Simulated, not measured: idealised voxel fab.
Presented below is a process module, voxel plated lines.
Shown is cross-section cut, with a width of 180 nm and square cells of size 5 nm.
A cross-section is a grid of square cells, given in bands from the top down. A band is one or more rows of cells. What a band's entry tells you: where the top is and where the bottom is, as heights in nm, and after that what lies inside, material by material from left to right, each with its width in nm. Empty space is written as the word "blank", and a single material marked with the word "throughout" occupies the band from edge to edge. Measure heights from 0. That's the level where, below it, the as-received wafer is all one material. The lowest band is bottomless and extends downward; write it as in "z 0 and below". Width: "30..40" (first number = top row, second number = bottom row, same change from row to row of cells). Key: "remained unchanged" - step with no changed cell in the cross-section. Reported under the label "Closed void roster" are the empty spaces having no open way to the top and comprising 8 cells or more; the notation for each is width x height at distance, in which the distance is measured from the left edge and all three values are in nm. Note: text after step settings on the step line = simulator remark on that step. On any step carrying a mask, the "overlay nm" setting, if present on the step's line, tells how far right of its planned place the mask lay; negative values point to the left.

Steps planned for the process:
1 RECEIVE: material Si
2 CONFORMAL_DEP: material SiO2, thk nm 15
3 DIRECTIONAL_DEP: material TiN, thk nm 5
4 PATTERN: tone open, mask id LINES, material resist, width nm 15, pitch nm 30, thk nm 20, overlay nm 0
5 EPI: material Ru, thk nm 5
6 STRIP: etch materials resist
7 DIRECTIONAL_ETCH: etch materials TiN, depth nm 5
8 CONFORMAL_DEP: material SiO2, thk nm 5

Cross-section of the incoming wafer, state after step 1:
	z 0 and below | Si throughout
	Closed void roster: none

End-of-module XS, first of two wafers, run as planned:
	z 30 to 25 | 60 of blank; 25 of SiO2; 5 of blank; 25 of SiO2; 65 of blank
	z 25 to 20 | 60 of blank; 5 of SiO2; 15 of Ru; 5 of SiO2; 5 of blank; 5 of SiO2; 15 of Ru; 5 of SiO2; 65 of blank
	z 20 to 15 | 65 of SiO2; 15 of TiN; 15 of SiO2; 15 of TiN; 70 of SiO2
	z 15 to 0 | SiO2 throughout
	z 0 and below | Si throughout
	Closed void roster: none

Same start, same plan as the first wafer - but one mistake in the run. Cross-section of the second of the two at the end of the module:
	z 25 to 20 | 60 of blank; 25 of SiO2; 5 of blank; 25 of SiO2; 65 of blank
	z 20 to 15 | 60 of blank; 5 of SiO2; 15 of Ru; 5 of SiO2; 5 of blank; 5 of SiO2; 15 of Ru; 5 of SiO2; 65 of blank
	z 15 to 10 | 65 of SiO2; 15 of TiN; 15 of SiO2; 15 of TiN; 70 of SiO2
	z 10 to 0 | SiO2 throughout
	z 0 and below | Si throughout
	Closed void roster: none
Against the plan, the run slipped here: step 2 was not run as planned; what actually ran was CONFORMAL_DEP: material SiO2, thk nm 10
Looking at both finished wafers in cells, the second ends up ahead of or behind the first on some materials: -36 SiO2
